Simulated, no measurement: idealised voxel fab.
process module | voxel self aligned vias
cross-section cut | 235 nm wide | cells 5 nm
A cross-section is a grid of square cells, given in bands from the top down. A band is one or more rows of cells.
Each band's line starts with the height of the band's top and of its bottom, in nm. Then come its materials from left to right, each with its width in nm. One material with "throughout" fills the band from edge to edge. "air" is empty space.
Height 0 is the level under which the wafer as received is all one material. The lowest band goes on downwards, as in "0 down".
A width such as "30 to 40" changes by the same amount from each row of cells to the next, from the band's top row to its bottom row.
"no change" after a step means that no cell of the cross-section changed.
closed voids: empty space of 8 cells or more with no open way to the top, each as width x height at its distance from the left edge, in nm
after a step's settings: what the simulator itself notes on the step
overlay nm, on a step with a mask: how far to the right of its planned place the mask lay; to the left if negative
plan
1 op RECEIVE | material Si
2 op CONFORMAL_DEP | material SiO2 | thk nm 15
3 op CONFORMAL_DEP | material SiCN | thk nm 5
4 op DIRECTIONAL_DEP | material SiO2 | thk nm 30
5 op MASKED_ETCH | tone open | mask id LINES | width nm 25 | pitch nm 60 | etch materials SiO2 | depth nm 30 | overlay nm 0
6 op CONFORMAL_DEP | material TiN | thk nm 5
7 op FILL_DEP | material W | thk nm 10
8 op CMP | height nm 50
9 op SELECTIVE_ETCH | etch materials W Ru TiN | depth nm 5
10 op FILL_DEP | material SiN | thk nm 5
11 op CMP | height nm 50
12 op DIRECTIONAL_DEP | material SiO2 | thk nm 15
13 op MASKED_ETCH | tone open | mask id VIAS | width nm 35 | pitch nm 60 | etch materials SiO2 | depth nm 15 | overlay nm 0
14 op MASKED_ETCH | tone open | mask id VIAS | width nm 35 | pitch nm 60 | etch materials SiN | depth nm 5 | overlay nm 0
15 op CONFORMAL_DEP | material TiN | thk nm 5
16 op FILL_DEP | material Cu | thk nm 5
17 op CMP | height nm 65
18 op CONFORMAL_DEP | material SiCN | thk nm 5
as received, after step 1
  0 down: Si throughout
  closed voids: none
a wafer at the end: this start, this plan, one mistake
  70 to 65: SiCN throughout
  65 to 55: SiO2 70 | TiN 5 | Cu 25 | TiN 5 | SiO2 25 | TiN 5 | Cu 25 | TiN 5 | SiO2 70
  55 to 50: SiO2 70 | TiN 10 | Cu 15 | TiN 10 | SiO2 25 | TiN 10 | Cu 15 | TiN 10 | SiO2 70
  50 to 45: SiO2 75 | TiN 25 | SiO2 35 | TiN 25 | SiO2 75
  45 to 40: SiO2 75 | TiN 5 | W 15 | TiN 5 | SiO2 35 | TiN 5 | W 15 | TiN 5 | SiO2 75
  40 to 35: SiO2 75 | TiN 25 | SiO2 35 | TiN 25 | SiO2 75
  35 to 30: SiCN throughout
  30 to 0: SiO2 throughout
  0 down: Si throughout
  closed voids: none
what went wrong: step 2 was run twice
